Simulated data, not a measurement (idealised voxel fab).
process module | voxel self aligned vias
cross-section cut | 200 nm wide | cells 5 nm
A cross-section is a grid of square cells, given in bands from the top down. A band is one or more rows of cells.
Each band's line starts with the height of the band's top and of its bottom, in nm. Then come its materials from left to right, each with its width in nm. One material with "throughout" fills the band from edge to edge. "air" is empty space.
Height 0 is the level under which the wafer as received is all one material. The lowest band goes on downwards, as in "0 down".
A width such as "30 to 40" changes by the same amount from each row of cells to the next, from the band's top row to its bottom row.
"no change" after a step means that no cell of the cross-section changed.
closed voids: empty space of 8 cells or more with no open way to the top, each as width x height at its distance from the left edge, in nm
after a step's settings: what the simulator itself notes on the step
overlay nm, on a step with a mask: how far to the right of its planned place the mask lay; to the left if negative
plan
1 op RECEIVE | material Si
2 op CONFORMAL_DEP | material SiO2 | thk nm 10
3 op CONFORMAL_DEP | material SiCN | thk nm 5
4 op DIRECTIONAL_DEP | material SiO2 | thk nm 20
5 op MASKED_ETCH | tone open | mask id LINES | width nm 30 | pitch nm 75 | etch materials SiO2 | depth nm 20 | overlay nm 0
6 op CONFORMAL_DEP | material TiN | thk nm 5
7 op FILL_DEP | material Ru | thk nm 5
8 op CMP | height nm 35
9 op SELECTIVE_ETCH | etch materials W Ru TiN | depth nm 5
10 op FILL_DEP | material SiN | thk nm 5
11 op CMP | height nm 35
12 op DIRECTIONAL_DEP | material SiO2 | thk nm 20
13 op MASKED_ETCH | tone open | mask id VIAS | width nm 50 | pitch nm 75 | etch materials SiO2 | depth nm 20 | overlay nm 0
14 op MASKED_ETCH | tone open | mask id VIAS | width nm 50 | pitch nm 75 | etch materials SiN | depth nm 5 | overlay nm 0
15 op CONFORMAL_DEP | material TiN | thk nm 5
16 op FILL_DEP | material W | thk nm 5
17 op CMP | height nm 55
18 op CONFORMAL_DEP | material SiN | thk nm 5
first wafer, as planned
as received, after step 1
  0 down: Si throughout
  closed voids: none
after step 2
  10 to 0: SiO2 throughout
  below 0: unchanged
after step 3
  15 to 10: SiCN throughout
  below 10: unchanged
after step 4
  35 to 15: SiO2 throughout
  below 15: unchanged
after step 5
  35 to 15: SiO2 45 | air 30 | SiO2 45 | air 30 | SiO2 50
  below 15: unchanged
after step 6
  40 to 35: TiN 50 | air 20 | TiN 55 | air 20 | TiN 55
  35 to 20: SiO2 45 | TiN 5 | air 20 | TiN 5 | SiO2 45 | TiN 5 | air 20 | TiN 5 | SiO2 50
  20 to 15: SiO2 45 | TiN 30 | SiO2 45 | TiN 30 | SiO2 50
  below 15: unchanged
after step 7
  45 to 40: Ru throughout
  40 to 35: TiN 50 | Ru 20 | TiN 55 | Ru 20 | TiN 55
  35 to 20: SiO2 45 | TiN 5 | Ru 20 | TiN 5 | SiO2 45 | TiN 5 | Ru 20 | TiN 5 | SiO2 50
  below 20: unchanged
after step 8
  35 to 20: SiO2 45 | TiN 5 | Ru 20 | TiN 5 | SiO2 45 | TiN 5 | Ru 20 | TiN 5 | SiO2 50
  below 20: unchanged
after step 9
  35 to 30: SiO2 45 | air 30 | SiO2 45 | air 30 | SiO2 50
  below 30: unchanged
after step 10
  40 to 35: SiN throughout
  35 to 30: SiO2 45 | SiN 30 | SiO2 45 | SiN 30 | SiO2 50
  below 30: unchanged
after step 11
  35 to 30: SiO2 45 | SiN 30 | SiO2 45 | SiN 30 | SiO2 50
  below 30: unchanged
after step 12
  55 to 35: SiO2 throughout
  below 35: unchanged
after step 13
  55 to 35: SiO2 35 | air 50 | SiO2 25 | air 50 | SiO2 40
  below 35: unchanged
after step 14
  55 to 35: SiO2 35 | air 50 | SiO2 25 | air 50 | SiO2 40
  35 to 30: SiO2 45 | air 30 | SiO2 45 | air 30 | SiO2 50
  below 30: unchanged
after step 15
  60 to 55: TiN 40 | air 40 | TiN 35 | air 40 | TiN 45
  55 to 40: SiO2 35 | TiN 5 | air 40 | TiN 5 | SiO2 25 | TiN 5 | air 40 | TiN 5 | SiO2 40
  40 to 35: SiO2 35 | TiN 15 | air 20 | TiN 15 | SiO2 25 | TiN 15 | air 20 | TiN 15 | SiO2 40
  35 to 30: SiO2 45 | TiN 30 | SiO2 45 | TiN 30 | SiO2 50
  below 30: unchanged
after step 16
  65 to 60: W throughout
  60 to 55: TiN 40 | W 40 | TiN 35 | W 40 | TiN 45
  55 to 40: SiO2 35 | TiN 5 | W 40 | TiN 5 | SiO2 25 | TiN 5 | W 40 | TiN 5 | SiO2 40
  40 to 35: SiO2 35 | TiN 15 | W 20 | TiN 15 | SiO2 25 | TiN 15 | W 20 | TiN 15 | SiO2 40
  below 35: unchanged
after step 17
  55 to 40: SiO2 35 | TiN 5 | W 40 | TiN 5 | SiO2 25 | TiN 5 | W 40 | TiN 5 | SiO2 40
  below 40: unchanged
after step 18
  60 to 55: SiN throughout
  below 55: unchanged
second wafer: like start, like plan, one mistake. Through step 12 it matches the first wafer
when step 13 should have ended
  55 to 35: SiO2 35 | air 50 | SiO2 25 | air 50 | SiO2 40
  35 to 30: SiO2 35 | air 10 | SiN 30 | air 10 | SiO2 25 | air 10 | SiN 30 | air 10 | SiO2 40
  30 to 20: SiO2 35 | air 10 | TiN 5 | Ru 20 | TiN 5 | air 10 | SiO2 25 | air 10 | TiN 5 | Ru 20 | TiN 5 | air 10 | SiO2 40
  20 to 15: SiO2 35 | air 10 | TiN 30 | air 10 | SiO2 25 | air 10 | TiN 30 | air 10 | SiO2 40
  below 15: unchanged
when step 14 should have ended
  55 to 30: SiO2 35 | air 50 | SiO2 25 | air 50 | SiO2 40
  below 30: unchanged
when step 15 should have ended
  60 to 55: TiN 40 | air 40 | TiN 35 | air 40 | TiN 45
  55 to 35: SiO2 35 | TiN 5 | air 40 | TiN 5 | SiO2 25 | TiN 5 | air 40 | TiN 5 | SiO2 40
  35 to 30: SiO2 35 | TiN 50 | SiO2 25 | TiN 50 | SiO2 40
  30 to 20: SiO2 35 | TiN 15 | Ru 20 | TiN 15 | SiO2 25 | TiN 15 | Ru 20 | TiN 15 | SiO2 40
  20 to 15: SiO2 35 | TiN 50 | SiO2 25 | TiN 50 | SiO2 40
  below 15: unchanged
when step 16 should have ended
  65 to 60: W throughout
  60 to 55: TiN 40 | W 40 | TiN 35 | W 40 | TiN 45
  55 to 35: SiO2 35 | TiN 5 | W 40 | TiN 5 | SiO2 25 | TiN 5 | W 40 | TiN 5 | SiO2 40
  below 35: unchanged
when step 17 should have ended
  55 to 35: SiO2 35 | TiN 5 | W 40 | TiN 5 | SiO2 25 | TiN 5 | W 40 | TiN 5 | SiO2 40
  below 35: unchanged
when step 18 should have ended
  60 to 55: SiN throughout
  below 55: unchanged
what went wrong: step 13 was run twice
at the end the second wafer has, in cells: 32 fewer of SiO2 | 24 more of TiN | 8 more of W
